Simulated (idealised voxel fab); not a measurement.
Proc. module: voxel trench capacitor
Each square cell in cross-section cut measures 5 nm, and the section as a whole is 140 nm wide.
Reading order for cross-sections: top band down to bottom band. Underlying form: a grid of square cells. Band size: one or more rows of cells.
Band: top height; bottom height; in nm. Then, left to right: material with width in nm, for each material. "all across": a single material spanning edge to edge. "air": empty space.
Height 0 is the level under which the wafer as received is all one material. The lowest band goes on downwards, as in "0 -> down".
Quick explanation for "30..40": the width changes in equal steps down the rows of cells, from the first number in the band's top row to the second number in its bottom row.
Given "remained the same" for a step, no cell of the cross-section differs between before and after that step.
Look at "Closed internal voids" for the closed voids: empty spaces with no open path to the top, sized 8 cells or up. Each is width x height at distance, distance from the left edge, all nm.
On a step's line, text after the settings is the simulator commenting on that step.
overlay nm: right-of-plan distance of the mask on a masked step; negative values mean left-of-plan.
-- Process steps foreseen in the plan
step 1: RECEIVE,material Si
step 2: CONFORMAL_DEP,material SiN,thk nm 10
step 3: PATTERN,tone open,mask id TRENCH,material resist,width nm 20,pitch nm 40,thk nm 15,overlay nm 0
step 4: DIRECTIONAL_ETCH,etch materials SiN,depth nm 10
step 5: DIRECTIONAL_ETCH,etch materials Si,depth nm 25
step 6: STRIP,etch materials resist
step 7: CONFORMAL_DEP,material SiO2,thk nm 5
step 8: FILL_DEP,material polySi,thk nm 10
step 9: CMP,height nm 10
-- As received (post step 1): cross-section
- 0 -> down: Si all across
- Closed internal voids: none
-- Figure: cross-sectional view of the wafer upon completion of the module, processed from the initial state and according to the plan depicted above, with one error introduced during execution
- 10 -> 0: 35 of polySi  5 of SiO2  20 of SiN  5 of SiO2  10 of polySi  5 of SiO2  20 of SiN  5 of SiO2  35 of polySi
- 0 -> -20: 35 of polySi  5 of SiO2  20 of Si  5 of SiO2  10 of polySi  5 of SiO2  20 of Si  5 of SiO2  35 of polySi
- -20 -> -25: 40 of SiO2  20 of Si  20 of SiO2  20 of Si  40 of SiO2
- -25 -> down: Si all across
- Closed internal voids: none
Plan not followed: step 3 was not run as planned; what actually ran was PATTERN,tone cover,mask id TRENCH,material resist,width nm 20,pitch nm 40,thk nm 15,overlay nm 0
